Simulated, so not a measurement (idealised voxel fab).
A process module follows: voxel air gaps.
300 nm wide, 5 nm square cells: that's cross-section cut.
A cross-section in this document is a grid of square cells, and it is written down as bands, the top band listed before the ones below it; a band is made up of one or more rows of cells.
For a band, the entry starts with two heights in nm, that of the top and then that of the bottom, and carries on with the band's materials in order from left to right, each alongside its width in nm; the word "full width" beside a single material means it fills the band edge to edge, and "empty" means empty space.
Below 0: as-received wafer, all one material; heights counted from there. Lowest band: no bottom, goes on down, written "0 -> down".
Per-row width for "30 to 40": begins at first number (top row of band), ends at second number (bottom row), increment between rows held constant.
The cross-section has no changed cell in any step marked "identical to before".
If an empty space has no open way to the top and is at least 8 cells in size, "Enclosed void entries" lists it, written width x height at distance, where distance is measured from the left edge and every value is in nm.
If you see something after the settings on a step's line, that's the simulator's own remark about that step.
The setting "overlay nm" may be written on the line of a step. When the step uses a mask, the value reports how far to the right of the planned place the mask lay, and a negative value reports that it lay to the left.
This section lists the process steps that were planned:
- 1: RECEIVE,material Si
- 2: CONFORMAL_DEP,material SiO2,thk nm 10
- 3: CONFORMAL_DEP,material SiN,thk nm 5
- 4: DIRECTIONAL_DEP,material SiO2,thk nm 40
- 5: MASKED_ETCH,tone open,mask id LINES,width nm 20,pitch nm 45,etch materials SiO2,depth nm 40,overlay nm 0
- 6: CONFORMAL_DEP,material TiN,thk nm 5
- 7: FILL_DEP,material W,thk nm 10
- 8: CMP,height nm 55
- 9: EPI,material Ru,thk nm 10
- 10: SELECTIVE_ETCH,etch materials SiO2,depth nm 50
- 11: CONFORMAL_DEP,material SiN,thk nm 5
So this is the incoming wafer in cross-section - it's already been through step 1:
	0 -> down = Si full width
	Enclosed void entries: none
This is how the wafer looks in cross-section once the module is done, given the starting state and plan above and one mistake in carrying the plan out:
	70 -> 65 = SiN full width
	65 -> 55 = Ru full width
	55 -> 20 = 65 nm W | 5 nm TiN | 20 nm SiO2 | 5 nm TiN | 15 nm W | 5 nm TiN | 20 nm SiO2 | 5 nm TiN | 15 nm W | 5 nm TiN | 20 nm SiO2 | 5 nm TiN | 15 nm W | 5 nm TiN | 20 nm SiO2 | 5 nm TiN | 70 nm W
	20 -> 15 = 70 nm TiN | 20 nm SiO2 | 25 nm TiN | 20 nm SiO2 | 25 nm TiN | 20 nm SiO2 | 25 nm TiN | 20 nm SiO2 | 75 nm TiN
	15 -> 10 = SiN full width
	10 -> 0 = SiO2 full width
	0 -> down = Si full width
	Enclosed void entries: none
Against the plan, the run slipped here: heads up, step 5 didn't go per plan, it actually ran as MASKED_ETCH,tone cover,mask id LINES,width nm 20,pitch nm 45,etch materials SiO2,depth nm 40,overlay nm 0
